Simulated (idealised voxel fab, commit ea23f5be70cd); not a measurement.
The process module presented herein is designated voxel fin reveal.
Cross-sectional view cut (width: 200 nm; square cell size: 5 nm).
How to read a cross-section here: the picture is a grid of square cells, written as bands going from the top down, and any band can span one or more rows of cells.
In this notation a band is specified by the heights of its top and bottom, in that order and in nm, after which its materials appear from left to right, each paired with its width in nm. The word "full width" attached to a single material means that material fills the band from edge to edge; the word "air" stands for empty space.
Where do heights start? At 0: under that level the wafer as delivered is made of one material only. And the lowest band has no floor; it just carries on downward, as in "from 0 down".
So if you see something like "30 to 40" for the width, read it as the top row of the band sitting at the first number and the bottom row at the second, with every row in between moving by the same amount as the last.
Where a step carries "stayed the same", the cross-section came out of it unchanged, cell for cell.
"Enclosed void inventory" means: voids of 8 cells or more that are shut off from the top with no open way through. Written width x height at distance, distance from the left edge, in nm.
Note: text after step settings on the step line = simulator remark on that step.
The line of a step may include "overlay nm". On a step with a mask, this value is how far to the right of its planned place the mask lay. A negative value means the mask lay to the left.
# Below is the list of planned process steps
1 RECEIVE (material Si)
2 CONFORMAL_DEP (material SiN; thk nm 5)
3 PATTERN (tone cover; mask id FINS; material resist; width nm 15; pitch nm 45; thk nm 20; overlay nm 0)
4 DIRECTIONAL_ETCH (etch materials SiN; depth nm 5)
5 DIRECTIONAL_ETCH (etch materials Si; depth nm 40)
6 STRIP (etch materials resist)
7 OXIDIZE (depth nm 5)
8 FILL_DEP (material SiO2; thk nm 5)
9 CMP (height nm 5)
10 SELECTIVE_ETCH (etch materials SiO2; depth nm 35)
11 STRIP (etch materials SiN)
# Cross-section: wafer on arrival = after step 1
    from 0 down: Si full width
    Enclosed void inventory: none
# First of two wafers: cross-section at end of module, run per plan
    from 0 to -30: 50 of air, 5 of Si, 40 of air, 5 of Si, 40 of air, 5 of Si, 55 of air
    from -30 to -45: 50 of SiO2, 5 of Si, 40 of SiO2, 5 of Si, 40 of SiO2, 5 of Si, 55 of SiO2
    from -45 down: Si full width
    Enclosed void inventory: none
# Now the second wafer, cross-sectioned at the end of the module. Nothing different at the start, nothing different in the plan compared with the first, just one mistake when it was actually run
    from 0 to -30: 40 of air, 5 of Si, 40 of air, 5 of Si, 40 of air, 5 of Si, 65 of air
    from -30 to -45: 40 of SiO2, 5 of Si, 40 of SiO2, 5 of Si, 40 of SiO2, 5 of Si, 65 of SiO2
    from -45 down: Si full width
    Enclosed void inventory: none
Finding, execution versus plan: step 3 did not use the planned setting and instead ran as PATTERN (tone cover; mask id FINS; material resist; width nm 15; pitch nm 45; thk nm 20; overlay nm -10)
So at the finish, the second wafer's got exactly as many cells of each material as the first, just not in the same spots.
